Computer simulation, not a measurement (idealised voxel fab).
The following process module bears the name voxel gate over fins.
Cross-sectional view cut (width: 240 nm; square cell size: 5 nm).
In this document a cross-section is written as a grid of square cells. It is given as a series of bands, listed from the top down, and a band is one or more rows of cells. Within each band entry, the heights of the top and of the bottom of the band appear first, in that order and in nm; the materials of the band then follow from left to right, each with its corresponding width in nm. The designation "throughout" on a single material indicates that it fills the band from edge to edge; the designation "air" indicates empty space. The reference from which all heights are counted is 0, the level beneath which the as-received wafer is entirely one material; the lowest band, having no lower bound, proceeds downward and is written after the example "from 0 down". The expression "30..40" gives the width at the extremes of the band, the first number at its top row of cells and the second at its bottom row, with the width changing by equal amounts from each row to the next in between. When a step is marked "all unchanged", none of the cells in the cross-section changed during that step. The list in "Unvented cavities" covers empty spaces of 8 cells or more that cannot reach the top through any open way, and it gives each as width x height at distance; the distance is from the left edge, and width, height and distance are in nm. It should be noted that, on the line of a given step, the content following the step's settings is a remark produced by the simulator itself with respect to that step. The line of a step may include "overlay nm". On a step with a mask, this value is how far to the right of its planned place the mask lay. A negative value means the mask lay to the left.

## Here's what the planned process steps look like
step 1: RECEIVE: material Si
step 2: CONFORMAL_DEP: material SiN, thk nm 10
step 3: MASKED_ETCH: tone cover, mask id FINS, width nm 15, pitch nm 50, etch materials SiN, depth nm 10, overlay nm -15
step 4: MASKED_ETCH: tone cover, mask id FINS, width nm 15, pitch nm 50, etch materials Si, depth nm 40, overlay nm 0
step 5: FILL_DEP: material SiO2, thk nm 5
step 6: CMP: height nm 10
step 7: MASKED_ETCH: tone open, mask id RAIL, width nm 15, etch materials SiO2, depth nm 45, overlay nm 0
step 8: CONFORMAL_DEP: material TiN, thk nm 5
step 9: FILL_DEP: material Ru, thk nm 5
step 10: CMP: height nm 10
step 11: SELECTIVE_ETCH: etch materials W Ru TiN, depth nm 30
step 12: FILL_DEP: material SiO2, thk nm 5
step 13: CMP: height nm 10
step 14: SELECTIVE_ETCH: etch materials SiO2, depth nm 20
step 15: STRIP: etch materials SiN
step 16: CONFORMAL_DEP: material HfO2, thk nm 5
step 17: CONFORMAL_DEP: material TiN, thk nm 5
step 18: FILL_DEP: material W, thk nm 15
step 19: CMP: height nm 20
step 20: CONFORMAL_DEP: material SiN, thk nm 10
Every wafer here starts from the same state; it is the step 3 overlay nm that distinguishes them, and the value the plan gives belongs to the first wafer.

## As-received state after step 1, first of several wafers, cross-section
    from 0 down: Si throughout
    Unvented cavities: none

## Cross-section, first of several wafers, end of module, after last step 20
    from 30 to 20: SiN throughout
    from 20 to 10: W throughout
    from 10 to 5: 35 nm W; 150 nm TiN; 55 nm W
    from 5 to 0: 35 nm W; 5 nm TiN; 40 nm HfO2; 10 nm TiN; 40 nm HfO2; 10 nm TiN; 40 nm HfO2; 5 nm TiN; 55 nm W
    from 0 to -5: 40 nm TiN; 5 nm HfO2; 30 nm Si; 5 nm HfO2; 10 nm TiN; 5 nm HfO2; 30 nm Si; 5 nm HfO2; 10 nm TiN; 5 nm HfO2; 30 nm Si; 5 nm HfO2; 60 nm TiN
    from -5 to -10: 45 nm HfO2; 30 nm Si; 20 nm HfO2; 30 nm Si; 20 nm HfO2; 30 nm Si; 65 nm HfO2
    from -10 to -20: 45 nm SiO2; 30 nm Si; 20 nm SiO2; 30 nm Si; 20 nm SiO2; 30 nm Si; 65 nm SiO2
    from -20 to -35: 45 nm SiO2; 30 nm Si; 10 nm SiO2; 10 nm TiN; 30 nm Si; 20 nm SiO2; 30 nm Si; 65 nm SiO2
    from -35 to -40: 45 nm SiO2; 30 nm Si; 20 nm SiO2; 30 nm Si; 20 nm SiO2; 30 nm Si; 65 nm SiO2
    from -40 down: Si throughout
    Unvented cavities: none

## Cross-sectional depiction of the last of several wafers upon completion of the module
    from 30 to 20: SiN throughout
    from 20 to 10: W throughout
    from 10 to 5: 50 nm W; 150 nm TiN; 40 nm W
    from 5 to 0: 50 nm W; 5 nm TiN; 40 nm HfO2; 10 nm TiN; 40 nm HfO2; 10 nm TiN; 40 nm HfO2; 5 nm TiN; 40 nm W
    from 0 to -5: 55 nm TiN; 5 nm HfO2; 30 nm Si; 5 nm HfO2; 10 nm TiN; 5 nm HfO2; 30 nm Si; 5 nm HfO2; 10 nm TiN; 5 nm HfO2; 30 nm Si; 5 nm HfO2; 45 nm TiN
    from -5 to -10: 60 nm HfO2; 30 nm Si; 20 nm HfO2; 30 nm Si; 20 nm HfO2; 30 nm Si; 50 nm HfO2
    from -10 to -20: 60 nm SiO2; 30 nm Si; 20 nm SiO2; 30 nm Si; 20 nm SiO2; 30 nm Si; 50 nm SiO2
    from -20 to -35: 60 nm SiO2; 30 nm Si; 10 nm TiN; 10 nm SiO2; 30 nm Si; 20 nm SiO2; 30 nm Si; 50 nm SiO2
    from -35 to -40: 60 nm SiO2; 30 nm Si; 20 nm SiO2; 30 nm Si; 20 nm SiO2; 30 nm Si; 50 nm SiO2
    from -40 down: Si throughout
    Unvented cavities: none

## The following table contains a row per wafer, in which are reported, at the conclusion of the module, the cells of each material gained (+) or lost (-) since the wafer's receipt, with its closed voids given thereafter
overlay nm -15; +60 HfO2; -240 Si; +96 SiN; +174 SiO2; +66 TiN; +132 W; Unvented cavities: none
overlay nm -10; +60 HfO2; +2 Ru; -264 Si; +96 SiN; +189 SiO2; +67 TiN; +138 W; Unvented cavities: none
overlay nm -5; +60 HfO2; +2 Ru; -288 Si; +96 SiN; +207 SiO2; +67 TiN; +144 W; Unvented cavities: none
overlay nm 0; +60 HfO2; +2 Ru; -312 Si; +96 SiN; +225 SiO2; +67 TiN; +150 W; Unvented cavities: none
overlay nm 5; +60 HfO2; +2 Ru; -288 Si; +96 SiN; +207 SiO2; +67 TiN; +144 W; Unvented cavities: none
overlay nm 10; +60 HfO2; +2 Ru; -264 Si; +96 SiN; +189 SiO2; +67 TiN; +138 W; Unvented cavities: none
overlay nm 15; +60 HfO2; -240 Si; +96 SiN; +174 SiO2; +66 TiN; +132 W; Unvented cavities: none
